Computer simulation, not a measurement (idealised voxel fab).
The following is a process module called voxel released beams.
The width of the displayed cross-section, cut, is 295 nm; its cells are square, with a size of 5 nm.
If you're reading a cross-section in this doc, picture square cells in a grid; it comes to you as bands, top ones listed first down to the bottom, and a band can be one or more rows of cells. A band entry consists of two parts. The first gives the height of the band's top and the height of its bottom, in nm. The rest lists the band's materials from left to right, each with its width in nm. A single material labelled with the word "edge to edge" fills the band from edge to edge, and the word "blank" marks empty space. Below 0: as-received wafer, all one material; heights counted from there. Lowest band: no bottom, goes on down, written "0..down". Think of "30..40" as a width that walks from the first number to the second as you go down the band, top row to bottom row, taking equal-sized steps from row to row. What does "remained unchanged" mean for a step? It means no cell of the cross-section changed in that step. In "Completely sealed voids" the enclosed voids are listed, meaning empty spaces of 8 cells or larger without any opening to the top. The form is width x height at distance, distance from the left edge, units nm. The remark found on a step's line after its settings is issued by the simulator itself and pertains to that step. The line of a step may include "overlay nm". On a step with a mask, this value is how far to the right of its planned place the mask lay. A negative value means the mask lay to the left.
STEPS IN THE PROCESS PLAN
1,RECEIVE with material Si
2,CONFORMAL_DEP with material Al2O3, thk nm 5
3,DIRECTIONAL_DEP with material SiO2, thk nm 20
4,MASKED_ETCH with tone open, mask id ANCHOR, width nm 35, etch materials SiO2, depth nm 20, overlay nm 0
5,CONFORMAL_DEP with material SiN, thk nm 10
6,DIRECTIONAL_DEP with material aC, thk nm 15
7,PATTERN with tone cover, mask id BEAM, material resist, width nm 110, thk nm 30, overlay nm 0
8,DIRECTIONAL_ETCH with etch materials aC, depth nm 15
9,STRIP with etch materials resist
10,DIRECTIONAL_ETCH with etch materials SiN, depth nm 10
11,STRIP with etch materials aC
12,STRIP with etch materials SiO2
STEP 1 COMPLETE: CROSS-SECTION OF THE WAFER AS RECEIVED
0..down  Si edge to edge
Completely sealed voids: none
WAFER AT MODULE END, IN SECTION. BEGAN AS ABOVE, PLANNED AS ABOVE, RUN WITH ONE MISTAKE
35..25  95 of blank | 10 of SiN | 15 of blank | 80 of SiN | 95 of blank
25..15  95 of blank | 10 of SiN | 15 of blank | 10 of SiN | 165 of blank
15..5  95 of blank | 35 of SiN | 165 of blank
5..0  Al2O3 edge to edge
0..down  Si edge to edge
Completely sealed voids: none
Processing error: off-plan run, step 7, actual operation and settings PATTERN with tone cover, mask id BEAM, material resist, width nm 105, thk nm 30, overlay nm 0
